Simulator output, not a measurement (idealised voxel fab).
process module | voxel double patterning
cross-section cut | 295 nm wide | cells 5 nm
A cross-section is a grid of square cells, given in bands from the top down. A band is one or more rows of cells.
Each band's line starts with the height of the band's top and of its bottom, in nm. Then come its materials from left to right, each with its width in nm. One material with "throughout" fills the band from edge to edge. "air" is empty space.
Height 0 is the level under which the wafer as received is all one material. The lowest band goes on downwards, as in "0 down".
A width such as "30 to 40" changes by the same amount from each row of cells to the next, from the band's top row to its bottom row.
"no change" after a step means that no cell of the cross-section changed.
closed voids: empty space of 8 cells or more with no open way to the top, each as width x height at its distance from the left edge, in nm
after a step's settings: what the simulator itself notes on the step
overlay nm, on a step with a mask: how far to the right of its planned place the mask lay; to the left if negative
plan
1 op RECEIVE | material Si
2 op CONFORMAL_DEP | material SiO2 | thk nm 10
3 op DIRECTIONAL_DEP | material W | thk nm 10
4 op DIRECTIONAL_DEP | material SiN | thk nm 5
5 op MASKED_ETCH | tone open | mask id FIRST | width nm 15 | pitch nm 50 | etch materials SiN | depth nm 5 | overlay nm 0
6 op DIRECTIONAL_DEP | material aC | thk nm 10
7 op PATTERN | tone open | mask id SECOND | material resist | width nm 15 | pitch nm 50 | thk nm 25 | overlay nm 0
8 op DIRECTIONAL_ETCH | etch materials aC | depth nm 10
9 op STRIP | etch materials resist
10 op DIRECTIONAL_ETCH | etch materials SiN | depth nm 5
11 op STRIP | etch materials aC
12 op DIRECTIONAL_ETCH | etch materials W | depth nm 10
13 op STRIP | etch materials SiN
as received, after step 1
  0 down: Si throughout
  closed voids: none
first wafer at the end, as planned
  20 to 10: W 90 | air 15 | W 10 | air 15 | W 10 | air 15 | W 10 | air 15 | W 10 | air 15 | W 90
  10 to 0: SiO2 throughout
  0 down: Si throughout
  closed voids: none
second wafer at the end: like start, like plan, one mistake
  35 to 30: SiO2 90 | air 15 | SiO2 35 | air 15 | SiO2 35 | air 15 | SiO2 90
  30 to 25: SiO2 throughout
  25 to 20: SiN 90 | SiO2 15 | SiN 35 | SiO2 15 | SiN 35 | SiO2 15 | SiN 90
  20 to 10: W throughout
  10 to 0: SiO2 throughout
  0 down: Si throughout
  closed voids: none
what went wrong: step 6 ran as: op DIRECTIONAL_DEP | material SiO2 | thk nm 10
at the end the second wafer has, in cells: 50 more of SiN | 118 more of SiO2 | 30 more of W
